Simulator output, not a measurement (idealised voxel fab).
process module | voxel transistor to metal
cross-section cut | 205 nm wide | cells 5 nm
A cross-section is a grid of square cells, given in bands from the top down. A band is one or more rows of cells.
Each band's line starts with the height of the band's top and of its bottom, in nm. Then come its materials from left to right, each with its width in nm. One material with "throughout" fills the band from edge to edge. "air" is empty space.
Height 0 is the level under which the wafer as received is all one material. The lowest band goes on downwards, as in "0 down".
A width such as "30 to 40" changes by the same amount from each row of cells to the next, from the band's top row to its bottom row.
"no change" after a step means that no cell of the cross-section changed.
closed voids: empty space of 8 cells or more with no open way to the top, each as width x height at its distance from the left edge, in nm
after a step's settings: what the simulator itself notes on the step
overlay nm, on a step with a mask: how far to the right of its planned place the mask lay; to the left if negative
plan
1 op RECEIVE | material Si
2 op CONFORMAL_DEP | material SiO2 | thk nm 5
3 op CONFORMAL_DEP | material SiN | thk nm 10
4 op MASKED_ETCH | tone cover | mask id ACTIVE | width nm 110 | etch materials SiN | depth nm 10 | overlay nm 0
5 op MASKED_ETCH | tone cover | mask id ACTIVE | width nm 110 | etch materials SiO2 | depth nm 5 | overlay nm 0
6 op MASKED_ETCH | tone cover | mask id ACTIVE | width nm 110 | etch materials Si | depth nm 25 | overlay nm 0
7 op FILL_DEP | material SiO2 | thk nm 15
8 op CMP | height nm 15
9 op SELECTIVE_ETCH | etch materials SiO2 | depth nm 5
10 op STRIP | etch materials SiN
11 op SELECTIVE_ETCH | etch materials SiO2 | depth nm 5
12 op OXIDIZE | depth nm 5
13 op DIRECTIONAL_DEP | material polySi | thk nm 20
14 op DIRECTIONAL_DEP | material SiCN | thk nm 10
15 op MASKED_ETCH | tone cover | mask id GATE | width nm 20 | etch materials SiCN | depth nm 20 | overlay nm 0
16 op MASKED_ETCH | tone cover | mask id GATE | width nm 20 | etch materials polySi | depth nm 30 | overlay nm 0
17 op CONFORMAL_DEP | material SiN | thk nm 10
18 op DIRECTIONAL_ETCH | etch materials SiN | depth nm 10
19 op DIRECTIONAL_ETCH | etch materials SiO2 | depth nm 5
20 op DIRECTIONAL_ETCH | etch materials Si | depth nm 5
21 op EPI | material SiGe | thk nm 5
22 op FILL_DEP | material SiO2 | thk nm 5
23 op CMP | height nm 30
24 op DIRECTIONAL_DEP | material SiO2 | thk nm 15
25 op PATTERN | tone open | mask id CONTACT | material resist | width nm 20 | pitch nm 80 | thk nm 15 | overlay nm 0
26 op DIRECTIONAL_ETCH | etch materials SiO2 | depth nm 50
27 op STRIP | etch materials resist
28 op CONFORMAL_DEP | material TiN | thk nm 5
29 op FILL_DEP | material W | thk nm 5
30 op CMP | height nm 45
31 op CONFORMAL_DEP | material SiCN | thk nm 5
32 op DIRECTIONAL_DEP | material lowk | thk nm 25
33 op MASKED_ETCH | tone open | mask id METAL_1 | width nm 20 | pitch nm 80 | etch materials lowk | depth nm 25 | overlay nm 0
34 op MASKED_ETCH | tone open | mask id METAL_1 | width nm 20 | pitch nm 80 | etch materials SiCN | depth nm 5 | overlay nm 0
35 op CONFORMAL_DEP | material TiN | thk nm 5
36 op FILL_DEP | material Cu | thk nm 10
37 op CMP | height nm 75
38 op CONFORMAL_DEP | material SiCN | thk nm 5
39 op DIRECTIONAL_DEP | material SiO2 | thk nm 30
40 op MASKED_ETCH | tone open | mask id METAL_2 | width nm 20 | pitch nm 80 | etch materials SiO2 | depth nm 15 | overlay nm 0
41 op MASKED_ETCH | tone open | mask id METAL_2_HOLES | width nm 15 | pitch nm 80 | etch materials SiO2 | depth nm 15 | overlay nm 0
42 op MASKED_ETCH | tone open | mask id METAL_2_HOLES | width nm 15 | pitch nm 80 | etch materials SiCN | depth nm 5 | overlay nm 0
43 op CONFORMAL_DEP | material TiN | thk nm 5
44 op FILL_DEP | material Cu | thk nm 10
45 op CMP | height nm 110
46 op CONFORMAL_DEP | material SiCN | thk nm 5
as received, after step 1
  0 down: Si throughout
  closed voids: none
a wafer at the end: this start, this plan, one mistake
  115 to 110: SiCN throughout
  110 to 80: SiO2 throughout
  80 to 75: SiCN throughout
  75 to 50: lowk 50 | TiN 5 | Cu 10 | TiN 5 | lowk 60 | TiN 5 | Cu 10 | TiN 5 | lowk 55
  50 to 45: SiCN 50 | TiN 20 | SiCN 60 | TiN 20 | SiCN 55
  45 to 30: SiO2 50 | TiN 5 | W 10 | TiN 5 | SiO2 60 | TiN 5 | W 10 | TiN 5 | SiO2 55
  30 to 20: SiO2 50 | TiN 5 | W 10 | TiN 5 | SiO2 10 | SiN 10 | SiCN 20 | SiN 10 | SiO2 10 | TiN 5 | W 10 | TiN 5 | SiO2 55
  20 to 5: SiO2 50 | TiN 5 | W 10 | TiN 5 | SiO2 10 | SiN 10 | polySi 20 | SiN 10 | SiO2 10 | TiN 5 | W 10 | TiN 5 | SiO2 55
  5 to 0: SiO2 40 | SiN 10 | TiN 10 | W 5 | TiN 5 | SiO2 10 | SiN 10 | polySi 20 | SiN 10 | SiO2 10 | TiN 5 | W 5 | TiN 10 | SiN 10 | SiO2 45
  0 to -5: SiO2 50 | SiGe 5 | TiN 15 | SiO2 5 | SiGe 5 | SiO2 40 | SiGe 5 | SiO2 5 | TiN 15 | SiGe 5 | SiO2 55
  -5 to -10: SiO2 45 | Si 5 | SiGe 30 | Si 40 | SiGe 30 | Si 5 | SiO2 50
  -10 to -25: SiO2 45 | Si 110 | SiO2 50
  -25 down: Si throughout
  closed voids: none
what went wrong: step 39 was run twice
